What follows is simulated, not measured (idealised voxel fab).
The process module presented herein is designated voxel tone inversion.
Section cut is 220 nm wide and gridded with 5 nm square cells.
Format of a cross-section: grid, square cells. Given as bands. Order: top down. Band: one or more rows of cells. Band: top height; bottom height; in nm. Then, left to right: material with width in nm, for each material. "edge to edge": a single material spanning edge to edge. "empty": empty space. Zero point of the height axis is 0; under it, received wafer = one material. Lowest band: continues down indefinitely, "z 0 and below". The notation "30->40" denotes a width that varies across the rows of cells in the band, beginning at the first number in the top row, finishing at the second number in the bottom row, and changing by an identical amount from each row to the next. "changes: none" means the step left every cell of the cross-section as it was. Listed in "Closed voids list": every empty space of 8 or more cells without an open way to the top. Form: width x height at distance, the distance being from the left edge, all in nm. Formally, on a step line, whatever follows the settings is a remark that the simulator itself makes on the step. overlay nm: on a step with a mask, how far right of its planned place the mask lay; negative means left.
THE FOLLOWING LIST GIVES THE PLANNED PROCESS STEPS
step 1: RECEIVE,material Si
step 2: CONFORMAL_DEP,material SiN,thk nm 5
step 3: DIRECTIONAL_DEP,material polySi,thk nm 15
step 4: PATTERN,tone cover,mask id POSTS,material resist,width nm 20,pitch nm 40,thk nm 25,overlay nm 0
step 5: DIRECTIONAL_ETCH,etch materials polySi,depth nm 15
step 6: STRIP,etch materials resist
step 7: FILL_DEP,material lowk,thk nm 10
step 8: CMP,height nm 20
step 9: STRIP,etch materials polySi
AS RECEIVED, AFTER STEP 1
z 0 and below = Si edge to edge
Closed voids list: none
AS-PLANNED RUN: CROSS-SECTION OF THE FIRST OF TWO WAFERS AT END OF MODULE
z 20 to 5 = lowk (60) / empty (20) / lowk (20) / empty (20) / lowk (20) / empty (20) / lowk (60)
z 5 to 0 = SiN edge to edge
z 0 and below = Si edge to edge
Closed voids list: none
SECOND WAFER CROSS-SECTION AT END OF MODULE - SHARED START AND PLAN WITH THE FIRST, ONE MISTAKE IN THE RUN
z 20 to 5 = lowk (55) / empty (20) / lowk (20) / empty (20) / lowk (20) / empty (20) / lowk (65)
z 5 to 0 = SiN edge to edge
z 0 and below = Si edge to edge
Closed voids list: none
It is concluded that the wafer was processed incorrectly with respect to the plan, in that step 4 changed vs plan, executed as PATTERN,tone cover,mask id POSTS,material resist,width nm 20,pitch nm 40,thk nm 25,overlay nm -5
Cell counts per material: same on both final wafers. Positions: different.
